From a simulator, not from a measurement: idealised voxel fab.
Herein follows the process module entitled voxel transistor to metal.
cross-section cut | 295 nm wide | cells 5 nm
This document writes a cross-section as a grid whose cells are square, and gives it as bands, listed from the top down; one or more rows of cells form a band.
Look at the band entry: it leads with the top's height and the bottom's height in nm. Then it lists the materials left to right, with a width in nm for each. The word "edge to edge" on a single material says that material fills the band edge to edge. The word "empty" is empty space.
Heights are expressed relative to 0, this being the level below which the as-received wafer comprises one material exclusively. The lowest band is unbounded in the downward direction and is denoted as in "0 and below".
The expression "30->40" gives the width at the extremes of the band, the first number at its top row of cells and the second at its bottom row, with the width changing by equal amounts from each row to the next in between.
Where a step carries "no alterations made", the cross-section came out of it unchanged, cell for cell.
"Entrapped void list" enumerates empty spaces isolated from the top, with no open way to it, that contain at least 8 cells, giving each as width x height at distance from the left edge, all three in nm.
The remark found on a step's line after its settings is issued by the simulator itself and pertains to that step.
"overlay nm", when on a step's line for a step with a mask, measures how far to the right of its planned place the mask lay; a negative measure means to the left.
-- Intended process steps
step 1: RECEIVE: material Si
step 2: CONFORMAL_DEP: material SiO2, thk nm 5
step 3: CONFORMAL_DEP: material SiN, thk nm 10
step 4: DIRECTIONAL_DEP: material aC, thk nm 15
step 5: PATTERN: tone cover, mask id ACTIVE, material resist, width nm 115, pitch nm 145, thk nm 30, overlay nm 0
step 6: DIRECTIONAL_ETCH: etch materials aC, depth nm 15
step 7: STRIP: etch materials resist
step 8: DIRECTIONAL_ETCH: etch materials SiN, depth nm 10
step 9: DIRECTIONAL_ETCH: etch materials SiO2, depth nm 5
step 10: DIRECTIONAL_ETCH: etch materials Si, depth nm 30
step 11: STRIP: etch materials aC
step 12: OXIDIZE: depth nm 5
step 13: FILL_DEP: material SiO2, thk nm 5
step 14: CMP: height nm 15
step 15: SELECTIVE_ETCH: etch materials SiO2, depth nm 10
step 16: STRIP: etch materials SiN
step 17: SELECTIVE_ETCH: etch materials SiO2, depth nm 5
step 18: OXIDIZE: depth nm 5
step 19: DIRECTIONAL_DEP: material polySi, thk nm 20
step 20: DIRECTIONAL_DEP: material SiCN, thk nm 10
step 21: DIRECTIONAL_DEP: material aC, thk nm 15
step 22: PATTERN: tone cover, mask id GATE, material resist, width nm 25, pitch nm 145, thk nm 30, overlay nm 0
step 23: DIRECTIONAL_ETCH: etch materials aC, depth nm 15
step 24: STRIP: etch materials resist
step 25: DIRECTIONAL_ETCH: etch materials SiCN, depth nm 20
step 26: DIRECTIONAL_ETCH: etch materials polySi, depth nm 30
step 27: STRIP: etch materials aC
step 28: CONFORMAL_DEP: material SiN, thk nm 5
step 29: DIRECTIONAL_ETCH: etch materials SiN, depth nm 5
step 30: DIRECTIONAL_ETCH: etch materials SiO2, depth nm 5
step 31: DIRECTIONAL_ETCH: etch materials Si, depth nm 5
step 32: EPI: material pSi, thk nm 5
step 33: FILL_DEP: material SiO2, thk nm 5
step 34: CMP: height nm 20
step 35: STRIP: etch materials polySi
step 36: SELECTIVE_ETCH: etch materials SiO2, depth nm 5
step 37: CONFORMAL_DEP: material HfO2, thk nm 5
step 38: CONFORMAL_DEP: material TiN, thk nm 5
step 39: FILL_DEP: material W, thk nm 10
step 40: CMP: height nm 15
step 41: DIRECTIONAL_DEP: material SiO2, thk nm 10
step 42: PATTERN: tone open, mask id CONTACT, material resist, width nm 20, thk nm 15, overlay nm 0
step 43: DIRECTIONAL_ETCH: etch materials SiO2, depth nm 30
step 44: STRIP: etch materials resist
step 45: CONFORMAL_DEP: material TiN, thk nm 5
step 46: FILL_DEP: material W, thk nm 5
step 47: CMP: height nm 25
step 48: CONFORMAL_DEP: material SiN, thk nm 5
step 49: DIRECTIONAL_DEP: material lowk, thk nm 20
step 50: MASKED_ETCH: tone open, mask id METAL_1, width nm 20, etch materials lowk, depth nm 20, overlay nm 0
step 51: MASKED_ETCH: tone open, mask id METAL_1, width nm 20, etch materials SiN, depth nm 5, overlay nm 0
step 52: CONFORMAL_DEP: material TiN, thk nm 5
step 53: FILL_DEP: material Cu, thk nm 5
step 54: CMP: height nm 50
step 55: EPI: material Ru, thk nm 5
step 56: FILL_DEP: material SiCN, thk nm 5
step 57: DIRECTIONAL_DEP: material lowk, thk nm 25
step 58: MASKED_ETCH: tone open, mask id METAL_2_HOLES, width nm 15, pitch nm 145, etch materials lowk, depth nm 25, overlay nm 0
step 59: DIRECTIONAL_DEP: material aC, thk nm 15
step 60: PATTERN: tone open, mask id METAL_2, material resist, width nm 20, pitch nm 145, thk nm 35, overlay nm 0
step 61: DIRECTIONAL_ETCH: etch materials aC, depth nm 15
step 62: STRIP: etch materials resist
step 63: DIRECTIONAL_ETCH: etch materials lowk, depth nm 15
step 64: DIRECTIONAL_ETCH: etch materials SiCN, depth nm 5
step 65: STRIP: etch materials aC
step 66: CONFORMAL_DEP: material TiN, thk nm 5
step 67: FILL_DEP: material Cu, thk nm 10
step 68: CMP: height nm 85
step 69: CONFORMAL_DEP: material SiN, thk nm 5
-- The first of two wafers, run as planned
-- Wafer cross-section on receipt, i.e. after step 1
  0 and below = Si edge to edge
  Entrapped void list: none
-- Wafer xsec, post step 2
  5 down to 0 = SiO2 edge to edge
  Under 0: no change, same as before.
-- Wafer xsec, post step 3
  15 down to 5 = SiN edge to edge
  Under 5: no change, same as before.
-- Wafer xsec, post step 4
  30 down to 15 = aC edge to edge
  Under 15: no change, same as before.
-- Wafer xsec, post step 5
  60 down to 30 = empty=15  resist=115  empty=30  resist=115  empty=20
  Under 30: no change, same as before.
-- Wafer xsec, post step 6
  45 down to 30 = empty=15  resist=115  empty=30  resist=115  empty=20
  30 down to 15 = empty=15  aC=115  empty=30  aC=115  empty=20
  Under 15: no change, same as before.
-- Wafer xsec, post step 7
  30 down to 15 = empty=15  aC=115  empty=30  aC=115  empty=20
  Under 15: no change, same as before.
-- Wafer xsec, post step 8
  30 down to 15 = empty=15  aC=115  empty=30  aC=115  empty=20
  15 down to 5 = empty=15  SiN=115  empty=30  SiN=115  empty=20
  Under 5: no change, same as before.
-- Wafer xsec, post step 9
  30 down to 15 = empty=15  aC=115  empty=30  aC=115  empty=20
  15 down to 5 = empty=15  SiN=115  empty=30  SiN=115  empty=20
  5 down to 0 = empty=15  SiO2=115  empty=30  SiO2=115  empty=20
  Under 0: no change, same as before.
-- Wafer xsec, post step 10
  30 down to 15 = empty=15  aC=115  empty=30  aC=115  empty=20
  15 down to 5 = empty=15  SiN=115  empty=30  SiN=115  empty=20
  5 down to 0 = empty=15  SiO2=115  empty=30  SiO2=115  empty=20
  0 down to -30 = empty=15  Si=115  empty=30  Si=115  empty=20
  Under -30: no change, same as before.
-- Wafer xsec, post step 11
  15 down to 5 = empty=15  SiN=115  empty=30  SiN=115  empty=20
  Under 5: no change, same as before.
-- Wafer xsec, post step 12
  15 down to 5 = empty=15  SiN=115  empty=30  SiN=115  empty=20
  5 down to 0 = empty=15  SiO2=115  empty=30  SiO2=115  empty=20
  0 down to -30 = empty=15  SiO2=5  Si=105  SiO2=5  empty=30  SiO2=5  Si=105  SiO2=5  empty=20
  -30 down to -35 = SiO2=20  Si=105  SiO2=40  Si=105  SiO2=25
  Under -35: no change, same as before.
-- Wafer xsec, post step 13
  20 down to 15 = SiO2 edge to edge
  15 down to 5 = SiO2=15  SiN=115  SiO2=30  SiN=115  SiO2=20
  5 down to 0 = SiO2 edge to edge
  0 down to -35 = SiO2=20  Si=105  SiO2=40  Si=105  SiO2=25
  Under -35: no change, same as before.
-- Wafer xsec, post step 14
  15 down to 5 = SiO2=15  SiN=115  SiO2=30  SiN=115  SiO2=20
  Under 5: no change, same as before.
-- Wafer xsec, post step 15
  15 down to 5 = empty=15  SiN=115  empty=30  SiN=115  empty=20
  Under 5: no change, same as before.
-- Wafer xsec, post step 16
  5 down to 0 = SiO2 edge to edge
  Under 0: no change, same as before.
-- Wafer xsec, post step 17
  0 down to -35 = SiO2=20  Si=105  SiO2=40  Si=105  SiO2=25
  Under -35: no change, same as before.
-- Wafer xsec, post step 18
  0 down to -5 = SiO2 edge to edge
  Under -5: no change, same as before.
-- Wafer xsec, post step 19
  20 down to 0 = polySi edge to edge
  Under 0: no change, same as before.
-- Wafer xsec, post step 20
  30 down to 20 = SiCN edge to edge
  Under 20: no change, same as before.
-- Wafer xsec, post step 21
  45 down to 30 = aC edge to edge
  Under 30: no change, same as before.
-- Wafer xsec, post step 22
  75 down to 45 = empty=60  resist=25  empty=120  resist=25  empty=65
  Under 45: no change, same as before.
-- Wafer xsec, post step 23
  60 down to 45 = empty=60  resist=25  empty=120  resist=25  empty=65
  45 down to 30 = empty=60  aC=25  empty=120  aC=25  empty=65
  Under 30: no change, same as before.
-- Wafer xsec, post step 24
  45 down to 30 = empty=60  aC=25  empty=120  aC=25  empty=65
  Under 30: no change, same as before.
-- Wafer xsec, post step 25
  45 down to 30 = empty=60  aC=25  empty=120  aC=25  empty=65
  30 down to 20 = empty=60  SiCN=25  empty=120  SiCN=25  empty=65
  Under 20: no change, same as before.
-- Wafer xsec, post step 26
  45 down to 30 = empty=60  aC=25  empty=120  aC=25  empty=65
  30 down to 20 = empty=60  SiCN=25  empty=120  SiCN=25  empty=65
  20 down to 0 = empty=60  polySi=25  empty=120  polySi=25  empty=65
  Under 0: no change, same as before.
-- Wafer xsec, post step 27
  30 down to 20 = empty=60  SiCN=25  empty=120  SiCN=25  empty=65
  Under 20: no change, same as before.
-- Wafer xsec, post step 28
  35 down to 30 = empty=55  SiN=35  empty=110  SiN=35  empty=60
  30 down to 20 = empty=55  SiN=5  SiCN=25  SiN=5  empty=110  SiN=5  SiCN=25  SiN=5  empty=60
  20 down to 5 = empty=55  SiN=5  polySi=25  SiN=5  empty=110  SiN=5  polySi=25  SiN=5  empty=60
  5 down to 0 = SiN=60  polySi=25  SiN=120  polySi=25  SiN=65
  Under 0: no change, same as before.
-- Wafer xsec, post step 29
  30 down to 20 = empty=55  SiN=5  SiCN=25  SiN=5  empty=110  SiN=5  SiCN=25  SiN=5  empty=60
  20 down to 0 = empty=55  SiN=5  polySi=25  SiN=5  empty=110  SiN=5  polySi=25  SiN=5  empty=60
  Under 0: no change, same as before.
-- Wafer xsec, post step 30
  30 down to 20 = empty=55  SiN=5  SiCN=25  SiN=5  empty=110  SiN=5  SiCN=25  SiN=5  empty=60
  20 down to 0 = empty=55  SiN=5  polySi=25  SiN=5  empty=110  SiN=5  polySi=25  SiN=5  empty=60
  0 down to -5 = empty=55  SiO2=35  empty=110  SiO2=35  empty=60
  Under -5: no change, same as before.
-- Wafer xsec, post step 31
  30 down to 20 = empty=55  SiN=5  SiCN=25  SiN=5  empty=110  SiN=5  SiCN=25  SiN=5  empty=60
  20 down to 0 = empty=55  SiN=5  polySi=25  SiN=5  empty=110  SiN=5  polySi=25  SiN=5  empty=60
  0 down to -5 = empty=55  SiO2=35  empty=110  SiO2=35  empty=60
  -5 down to -10 = SiO2=20  empty=35  Si=35  empty=35  SiO2=40  empty=35  Si=35  empty=35  SiO2=25
  Under -10: no change, same as before.
-- Wafer xsec, post step 32
  30 down to 20 = empty=55  SiN=5  SiCN=25  SiN=5  empty=110  SiN=5  SiCN=25  SiN=5  empty=60
  20 down to 0 = empty=55  SiN=5  polySi=25  SiN=5  empty=110  SiN=5  polySi=25  SiN=5  empty=60
  0 down to -5 = empty=50  pSi=5  SiO2=35  pSi=5  empty=100  pSi=5  SiO2=35  pSi=5  empty=55
  -5 down to -10 = SiO2=20  pSi=35  Si=35  pSi=35  SiO2=40  pSi=35  Si=35  pSi=35  SiO2=25
  Under -10: no change, same as before.
-- Wafer xsec, post step 33
  35 down to 30 = SiO2 edge to edge
  30 down to 20 = SiO2=55  SiN=5  SiCN=25  SiN=5  SiO2=110  SiN=5  SiCN=25  SiN=5  SiO2=60
  20 down to 0 = SiO2=55  SiN=5  polySi=25  SiN=5  SiO2=110  SiN=5  polySi=25  SiN=5  SiO2=60
  0 down to -5 = SiO2=50  pSi=5  SiO2=35  pSi=5  SiO2=100  pSi=5  SiO2=35  pSi=5  SiO2=55
  Under -5: no change, same as before.
-- Wafer xsec, post step 34
  20 down to 0 = SiO2=55  SiN=5  polySi=25  SiN=5  SiO2=110  SiN=5  polySi=25  SiN=5  SiO2=60
  Under 0: no change, same as before.
-- Wafer xsec, post step 35
  20 down to 0 = SiO2=55  SiN=5  empty=25  SiN=5  SiO2=110  SiN=5  empty=25  SiN=5  SiO2=60
  Under 0: no change, same as before.
-- Wafer xsec, post step 36
  20 down to 15 = empty=55  SiN=5  empty=25  SiN=5  empty=110  SiN=5  empty=25  SiN=5  empty=60
  15 down to 0 = SiO2=55  SiN=5  empty=25  SiN=5  SiO2=110  SiN=5  empty=25  SiN=5  SiO2=60
  0 down to -5 = SiO2=50  pSi=5  empty=35  pSi=5  SiO2=100  pSi=5  empty=35  pSi=5  SiO2=55
  Under -5: no change, same as before.
-- Wafer xsec, post step 37
  25 down to 20 = empty=50  HfO2=15  empty=15  HfO2=15  empty=100  HfO2=15  empty=15  HfO2=15  empty=55
  20 down to 15 = HfO2=55  SiN=5  HfO2=5  empty=15  HfO2=5  SiN=5  HfO2=110  SiN=5  HfO2=5  empty=15  HfO2=5  SiN=5  HfO2=60
  15 down to 0 = SiO2=55  SiN=5  HfO2=5  empty=15  HfO2=5  SiN=5  SiO2=110  SiN=5  HfO2=5  empty=15  HfO2=5  SiN=5  SiO2=60
  0 down to -5 = SiO2=50  pSi=5  HfO2=35  pSi=5  SiO2=100  pSi=5  HfO2=35  pSi=5  SiO2=55
  Under -5: no change, same as before.
-- Wafer xsec, post step 38
  30 down to 25 = empty=45  TiN=25  empty=5  TiN=25  empty=90  TiN=25  empty=5  TiN=25  empty=50
  25 down to 20 = TiN=50  HfO2=15  TiN=5  empty=5  TiN=5  HfO2=15  TiN=100  HfO2=15  TiN=5  empty=5  TiN=5  HfO2=15  TiN=55
  20 down to 15 = HfO2=55  SiN=5  HfO2=5  TiN=5  empty=5  TiN=5  HfO2=5  SiN=5  HfO2=110  SiN=5  HfO2=5  TiN=5  empty=5  TiN=5  HfO2=5  SiN=5  HfO2=60
  15 down to 5 = SiO2=55  SiN=5  HfO2=5  TiN=5  empty=5  TiN=5  HfO2=5  SiN=5  SiO2=110  SiN=5  HfO2=5  TiN=5  empty=5  TiN=5  HfO2=5  SiN=5  SiO2=60
  5 down to 0 = SiO2=55  SiN=5  HfO2=5  TiN=15  HfO2=5  SiN=5  SiO2=110  SiN=5  HfO2=5  TiN=15  HfO2=5  SiN=5  SiO2=60
  Under 0: no change, same as before.
-- Wafer xsec, post step 39
  40 down to 30 = W edge to edge
  30 down to 25 = W=45  TiN=25  W=5  TiN=25  W=90  TiN=25  W=5  TiN=25  W=50
  25 down to 20 = TiN=50  HfO2=15  TiN=5  W=5  TiN=5  HfO2=15  TiN=100  HfO2=15  TiN=5  W=5  TiN=5  HfO2=15  TiN=55
  20 down to 15 = HfO2=55  SiN=5  HfO2=5  TiN=5  W=5  TiN=5  HfO2=5  SiN=5  HfO2=110  SiN=5  HfO2=5  TiN=5  W=5  TiN=5  HfO2=5  SiN=5  HfO2=60
  15 down to 5 = SiO2=55  SiN=5  HfO2=5  TiN=5  W=5  TiN=5  HfO2=5  SiN=5  SiO2=110  SiN=5  HfO2=5  TiN=5  W=5  TiN=5  HfO2=5  SiN=5  SiO2=60
  Under 5: no change, same as before.
-- Wafer xsec, post step 40
  15 down to 5 = SiO2=55  SiN=5  HfO2=5  TiN=5  W=5  TiN=5  HfO2=5  SiN=5  SiO2=110  SiN=5  HfO2=5  TiN=5  W=5  TiN=5  HfO2=5  SiN=5  SiO2=60
  Under 5: no change, same as before.
-- Wafer xsec, post step 41
  25 down to 15 = SiO2 edge to edge
  Under 15: no change, same as before.
-- Wafer xsec, post step 42
  40 down to 25 = resist=25  empty=20  resist=55  empty=20  resist=50  empty=20  resist=55  empty=20  resist=30
  Under 25: no change, same as before.
-- Wafer xsec, post step 43
  40 down to 25 = resist=25  empty=20  resist=55  empty=20  resist=50  empty=20  resist=55  empty=20  resist=30
  25 down to 15 = SiO2=25  empty=20  SiO2=55  empty=20  SiO2=50  empty=20  SiO2=55  empty=20  SiO2=30
  15 down to 5 = SiO2=25  empty=20  SiO2=10  SiN=5  HfO2=5  TiN=5  W=5  TiN=5  HfO2=5  SiN=5  SiO2=10  empty=20  SiO2=50  empty=20  SiO2=10  SiN=5  HfO2=5  TiN=5  W=5  TiN=5  HfO2=5  SiN=5  SiO2=10  empty=20  SiO2=30
  5 down to 0 = SiO2=25  empty=20  SiO2=10  SiN=5  HfO2=5  TiN=15  HfO2=5  SiN=5  SiO2=10  empty=20  SiO2=50  empty=20  SiO2=10  SiN=5  HfO2=5  TiN=15  HfO2=5  SiN=5  SiO2=10  empty=20  SiO2=30
  0 down to -5 = SiO2=25  empty=20  SiO2=5  pSi=5  HfO2=35  pSi=5  SiO2=5  empty=20  SiO2=50  empty=20  SiO2=5  pSi=5  HfO2=35  pSi=5  SiO2=5  empty=20  SiO2=30
  Under -5: no change, same as before.
-- Wafer xsec, post step 44
  25 down to 15 = SiO2=25  empty=20  SiO2=55  empty=20  SiO2=50  empty=20  SiO2=55  empty=20  SiO2=30
  Under 15: no change, same as before.
-- Wafer xsec, post step 45
  30 down to 25 = TiN=30  empty=10  TiN=65  empty=10  TiN=60  empty=10  TiN=65  empty=10  TiN=35
  25 down to 15 = SiO2=25  TiN=5  empty=10  TiN=5  SiO2=55  TiN=5  empty=10  TiN=5  SiO2=50  TiN=5  empty=10  TiN=5  SiO2=55  TiN=5  empty=10  TiN=5  SiO2=30
  15 down to 5 = SiO2=25  TiN=5  empty=10  TiN=5  SiO2=10  SiN=5  HfO2=5  TiN=5  W=5  TiN=5  HfO2=5  SiN=5  SiO2=10  TiN=5  empty=10  TiN=5  SiO2=50  TiN=5  empty=10  TiN=5  SiO2=10  SiN=5  HfO2=5  TiN=5  W=5  TiN=5  HfO2=5  SiN=5  SiO2=10  TiN=5  empty=10  TiN=5  SiO2=30
  5 down to 0 = SiO2=25  TiN=5  empty=10  TiN=5  SiO2=10  SiN=5  HfO2=5  TiN=15  HfO2=5  SiN=5  SiO2=10  TiN=5  empty=10  TiN=5  SiO2=50  TiN=5  empty=10  TiN=5  SiO2=10  SiN=5  HfO2=5  TiN=15  HfO2=5  SiN=5  SiO2=10  TiN=5  empty=10  TiN=5  SiO2=30
  0 down to -5 = SiO2=25  TiN=20  SiO2=5  pSi=5  HfO2=35  pSi=5  SiO2=5  TiN=20  SiO2=50  TiN=20  SiO2=5  pSi=5  HfO2=35  pSi=5  SiO2=5  TiN=20  SiO2=30
  Under -5: no change, same as before.
-- Wafer xsec, post step 46
  35 down to 30 = W edge to edge
  30 down to 25 = TiN=30  W=10  TiN=65  W=10  TiN=60  W=10  TiN=65  W=10  TiN=35
  25 down to 15 = SiO2=25  TiN=5  W=10  TiN=5  SiO2=55  TiN=5  W=10  TiN=5  SiO2=50  TiN=5  W=10  TiN=5  SiO2=55  TiN=5  W=10  TiN=5  SiO2=30
  15 down to 5 = SiO2=25  TiN=5  W=10  TiN=5  SiO2=10  SiN=5  HfO2=5  TiN=5  W=5  TiN=5  HfO2=5  SiN=5  SiO2=10  TiN=5  W=10  TiN=5  SiO2=50  TiN=5  W=10  TiN=5  SiO2=10  SiN=5  HfO2=5  TiN=5  W=5  TiN=5  HfO2=5  SiN=5  SiO2=10  TiN=5  W=10  TiN=5  SiO2=30
  5 down to 0 = SiO2=25  TiN=5  W=10  TiN=5  SiO2=10  SiN=5  HfO2=5  TiN=15  HfO2=5  SiN=5  SiO2=10  TiN=5  W=10  TiN=5  SiO2=50  TiN=5  W=10  TiN=5  SiO2=10  SiN=5  HfO2=5  TiN=15  HfO2=5  SiN=5  SiO2=10  TiN=5  W=10  TiN=5  SiO2=30
  Under 0: no change, same as before.
-- Wafer xsec, post step 47
  25 down to 15 = SiO2=25  TiN=5  W=10  TiN=5  SiO2=55  TiN=5  W=10  TiN=5  SiO2=50  TiN=5  W=10  TiN=5  SiO2=55  TiN=5  W=10  TiN=5  SiO2=30
  Under 15: no change, same as before.
-- Wafer xsec, post step 48
  30 down to 25 = SiN edge to edge
  Under 25: no change, same as before.
-- Wafer xsec, post step 49
  50 down to 30 = lowk edge to edge
  Under 30: no change, same as before.
-- Wafer xsec, post step 50
  50 down to 30 = lowk=25  empty=20  lowk=55  empty=20  lowk=50  empty=20  lowk=55  empty=20  lowk=30
  Under 30: no change, same as before.
-- Wafer xsec, post step 51
  50 down to 30 = lowk=25  empty=20  lowk=55  empty=20  lowk=50  empty=20  lowk=55  empty=20  lowk=30
  30 down to 25 = SiN=25  empty=20  SiN=55  empty=20  SiN=50  empty=20  SiN=55  empty=20  SiN=30
  Under 25: no change, same as before.
-- Wafer xsec, post step 52
  55 down to 50 = TiN=30  empty=10  TiN=65  empty=10  TiN=60  empty=10  TiN=65  empty=10  TiN=35
  50 down to 30 = lowk=25  TiN=5  empty=10  TiN=5  lowk=55  TiN=5  empty=10  TiN=5  lowk=50  TiN=5  empty=10  TiN=5  lowk=55  TiN=5  empty=10  TiN=5  lowk=30
  30 down to 25 = SiN=25  TiN=20  SiN=55  TiN=20  SiN=50  TiN=20  SiN=55  TiN=20  SiN=30
  Under 25: no change, same as before.
-- Wafer xsec, post step 53
  60 down to 55 = Cu edge to edge
  55 down to 50 = TiN=30  Cu=10  TiN=65  Cu=10  TiN=60  Cu=10  TiN=65  Cu=10  TiN=35
  50 down to 30 = lowk=25  TiN=5  Cu=10  TiN=5  lowk=55  TiN=5  Cu=10  TiN=5  lowk=50  TiN=5  Cu=10  TiN=5  lowk=55  TiN=5  Cu=10  TiN=5  lowk=30
  Under 30: no change, same as before.
-- Wafer xsec, post step 54
  50 down to 30 = lowk=25  TiN=5  Cu=10  TiN=5  lowk=55  TiN=5  Cu=10  TiN=5  lowk=50  TiN=5  Cu=10  TiN=5  lowk=55  TiN=5  Cu=10  TiN=5  lowk=30
  Under 30: no change, same as before.
-- Wafer xsec, post step 55
  55 down to 50 = empty=20  Ru=30  empty=45  Ru=30  empty=40  Ru=30  empty=45  Ru=30  empty=25
  Under 50: no change, same as before.
-- Wafer xsec, post step 56
  60 down to 55 = SiCN edge to edge
  55 down to 50 = SiCN=20  Ru=30  SiCN=45  Ru=30  SiCN=40  Ru=30  SiCN=45  Ru=30  SiCN=25
  Under 50: no change, same as before.
-- Wafer xsec, post step 57
  85 down to 60 = lowk edge to edge
  Under 60: no change, same as before.
-- Wafer xsec, post step 58
  85 down to 60 = lowk=25  empty=15  lowk=130  empty=15  lowk=110
  Under 60: no change, same as before.
-- Wafer xsec, post step 59
  100 down to 85 = aC=25  empty=15  aC=130  empty=15  aC=110
  85 down to 75 = lowk=25  empty=15  lowk=130  empty=15  lowk=110
  75 down to 60 = lowk=25  aC=15  lowk=130  aC=15  lowk=110
  Under 60: no change, same as before.
-- Wafer xsec, post step 60
  135 down to 100 = resist=25  empty=20  resist=125  empty=20  resist=105
  Under 100: no change, same as before.
-- Wafer xsec, post step 61
  120 down to 100 = resist=25  empty=20  resist=125  empty=20  resist=105
  100 down to 85 = aC=25  empty=20  aC=125  empty=20  aC=105
  85 down to 60 = lowk=25  empty=15  lowk=130  empty=15  lowk=110
  Under 60: no change, same as before.
-- Wafer xsec, post step 62
  100 down to 85 = aC=25  empty=20  aC=125  empty=20  aC=105
  Under 85: no change, same as before.
-- Wafer xsec, post step 63
  100 down to 85 = aC=25  empty=20  aC=125  empty=20  aC=105
  85 down to 70 = lowk=25  empty=20  lowk=125  empty=20  lowk=105
  Under 70: no change, same as before.
-- Wafer xsec, post step 64
  100 down to 85 = aC=25  empty=20  aC=125  empty=20  aC=105
  85 down to 70 = lowk=25  empty=20  lowk=125  empty=20  lowk=105
  70 down to 60 = lowk=25  empty=15  lowk=130  empty=15  lowk=110
  60 down to 55 = SiCN=25  empty=15  SiCN=130  empty=15  SiCN=110
  Under 55: no change, same as before.
-- Wafer xsec, post step 65
  85 down to 70 = lowk=25  empty=20  lowk=125  empty=20  lowk=105
  Under 70: no change, same as before.
-- Wafer xsec, post step 66
  90 down to 85 = TiN=30  empty=10  TiN=135  empty=10  TiN=110
  85 down to 75 = lowk=25  TiN=5  empty=10  TiN=5  lowk=125  TiN=5  empty=10  TiN=5  lowk=105
  75 down to 70 = lowk=25  TiN=5  empty=5  TiN=10  lowk=125  TiN=5  empty=5  TiN=10  lowk=105
  70 down to 60 = lowk=25  TiN=5  empty=5  TiN=5  lowk=130  TiN=5  empty=5  TiN=5  lowk=110
  60 down to 55 = SiCN=25  TiN=15  SiCN=130  TiN=15  SiCN=110
  Under 55: no change, same as before.
-- Wafer xsec, post step 67
  100 down to 90 = Cu edge to edge
  90 down to 85 = TiN=30  Cu=10  TiN=135  Cu=10  TiN=110
  85 down to 75 = lowk=25  TiN=5  Cu=10  TiN=5  lowk=125  TiN=5  Cu=10  TiN=5  lowk=105
  75 down to 70 = lowk=25  TiN=5  Cu=5  TiN=10  lowk=125  TiN=5  Cu=5  TiN=10  lowk=105
  70 down to 60 = lowk=25  TiN=5  Cu=5  TiN=5  lowk=130  TiN=5  Cu=5  TiN=5  lowk=110
  Under 60: no change, same as before.
-- Wafer xsec, post step 68
  85 down to 75 = lowk=25  TiN=5  Cu=10  TiN=5  lowk=125  TiN=5  Cu=10  TiN=5  lowk=105
  Under 75: no change, same as before.
-- Wafer xsec, post step 69
  90 down to 85 = SiN edge to edge
  Under 85: no change, same as before.
-- Okay, second wafer. Nothing different at the start, nothing different in the plan, just one mistake somewhere in the running. As far as step 56, counting that step, it's the first wafer all over again
-- Cross-sectional view of the second wafer at the intended end time of process step 57
  110 down to 60 = lowk edge to edge
  Under 60: no change, same as before.
-- Cross-sectional view of the second wafer at the intended end time of process step 58
  110 down to 85 = lowk=25  empty=15  lowk=130  empty=15  lowk=110
  Under 85: no change, same as before.
-- Cross-sectional view of the second wafer at the intended end time of process step 59
  125 down to 110 = aC=25  empty=15  aC=130  empty=15  aC=110
  110 down to 100 = lowk=25  empty=15  lowk=130  empty=15  lowk=110
  100 down to 85 = lowk=25  aC=15  lowk=130  aC=15  lowk=110
  Under 85: no change, same as before.
-- Cross-sectional view of the second wafer at the intended end time of process step 60
  160 down to 125 = resist=25  empty=20  resist=125  empty=20  resist=105
  Under 125: no change, same as before.
-- Cross-sectional view of the second wafer at the intended end time of process step 61
  145 down to 125 = resist=25  empty=20  resist=125  empty=20  resist=105
  125 down to 110 = aC=25  empty=20  aC=125  empty=20  aC=105
  110 down to 85 = lowk=25  empty=15  lowk=130  empty=15  lowk=110
  Under 85: no change, same as before.
-- Cross-sectional view of the second wafer at the intended end time of process step 62
  125 down to 110 = aC=25  empty=20  aC=125  empty=20  aC=105
  Under 110: no change, same as before.
-- Cross-sectional view of the second wafer at the intended end time of process step 63
  125 down to 110 = aC=25  empty=20  aC=125  empty=20  aC=105
  110 down to 95 = lowk=25  empty=20  lowk=125  empty=20  lowk=105
  95 down to 70 = lowk=25  empty=15  lowk=130  empty=15  lowk=110
  Under 70: no change, same as before.
Cross-sectional view of the second wafer at the intended end time of process step 64: no alterations made
-- Cross-sectional view of the second wafer at the intended end time of process step 65
  110 down to 95 = lowk=25  empty=20  lowk=125  empty=20  lowk=105
  Under 95: no change, same as before.
-- Cross-sectional view of the second wafer at the intended end time of process step 66
  115 down to 110 = TiN=30  empty=10  TiN=135  empty=10  TiN=110
  110 down to 100 = lowk=25  TiN=5  empty=10  TiN=5  lowk=125  TiN=5  empty=10  TiN=5  lowk=105
  100 down to 95 = lowk=25  TiN=5  empty=5  TiN=10  lowk=125  TiN=5  empty=5  TiN=10  lowk=105
  95 down to 75 = lowk=25  TiN=5  empty=5  TiN=5  lowk=130  TiN=5  empty=5  TiN=5  lowk=110
  75 down to 70 = lowk=25  TiN=15  lowk=130  TiN=15  lowk=110
  Under 70: no change, same as before.
-- Cross-sectional view of the second wafer at the intended end time of process step 67
  125 down to 115 = Cu edge to edge
  115 down to 110 = TiN=30  Cu=10  TiN=135  Cu=10  TiN=110
  110 down to 100 = lowk=25  TiN=5  Cu=10  TiN=5  lowk=125  TiN=5  Cu=10  TiN=5  lowk=105
  100 down to 95 = lowk=25  TiN=5  Cu=5  TiN=10  lowk=125  TiN=5  Cu=5  TiN=10  lowk=105
  95 down to 75 = lowk=25  TiN=5  Cu=5  TiN=5  lowk=130  TiN=5  Cu=5  TiN=5  lowk=110
  Under 75: no change, same as before.
-- Cross-sectional view of the second wafer at the intended end time of process step 68
  85 down to 75 = lowk=25  TiN=5  Cu=5  TiN=5  lowk=130  TiN=5  Cu=5  TiN=5  lowk=110
  Under 75: no change, same as before.
-- Cross-sectional view of the second wafer at the intended end time of process step 69
  90 down to 85 = SiN edge to edge
  Under 85: no change, same as before.
Processing error: step 57 in the plan was executed twice
End check, counted in cells, second wafer has more or fewer of these materials than the first: Cu -10, SiCN +6, TiN -14, lowk +18
